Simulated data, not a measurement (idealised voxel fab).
Process module, titled voxel released beams
The figure presents cross-section cut, which has a width of 155 nm and is divided into square cells with an edge length of 5 nm.
Cross-sections here: square-cell grids, written as top-down lists of bands, a band being one or more rows of cells.
Heads up on the band format: heights come first, top then bottom, in nm. After that it's the materials left to right, each with its width in nm. A single material flagged "everywhere" fills the whole band edge to edge, and "empty" means there's empty space there.
Measure heights from 0. That's the level where, below it, the as-received wafer is all one material. The lowest band is bottomless and extends downward; write it as in "0 and below".
Width spec "30..40" -> top row of cells at first value, bottom row at second value, equal per-row change in between.
"left unchanged", as given for a step, is the statement that not any cell of the cross-section underwent a change during that step.
Listed in "Encapsulated voids": every empty space of 8 or more cells without an open way to the top. Form: width x height at distance, the distance being from the left edge, all in nm.
Anything after a step's settings on that line? It's the simulator's own note about the step.
Steps that use a mask can have "overlay nm" on their line. It says how far the mask sat to the right of where it was meant to be. Negative means to the left.

The steps planned for the process are as follows:
1) RECEIVE, material Si
2) CONFORMAL_DEP, material Al2O3, thk nm 10
3) DIRECTIONAL_DEP, material SiO2, thk nm 10
4) DIRECTIONAL_DEP, material aC, thk nm 15
5) PATTERN, tone open, mask id ANCHOR, material resist, width nm 40, thk nm 35, overlay nm 0
6) DIRECTIONAL_ETCH, etch materials aC, depth nm 15
7) STRIP, etch materials resist
8) DIRECTIONAL_ETCH, etch materials SiO2, depth nm 10
9) STRIP, etch materials aC
10) CONFORMAL_DEP, material SiN, thk nm 15
11) MASKED_ETCH, tone cover, mask id BEAM, width nm 90, etch materials SiN, depth nm 15, overlay nm 0
12) STRIP, etch materials SiO2

Wafer at receipt (post step 1), cross-section:
	0 and below = Si everywhere
	Encapsulated voids: none

Wafer cross-section at end of module: start and plan as shown above, one execution error:
	45 down to 30 = 30 of empty / 90 of SiN / 35 of empty
	30 down to 20 = SiN everywhere
	20 down to 10 = 35 of SiO2 / 40 of SiN / 80 of SiO2
	10 down to 0 = Al2O3 everywhere
	0 and below = Si everywhere
	Encapsulated voids: none
Misprocessing identified: planned and actual differ for step 10; actual: CONFORMAL_DEP, material SiN, thk nm 25
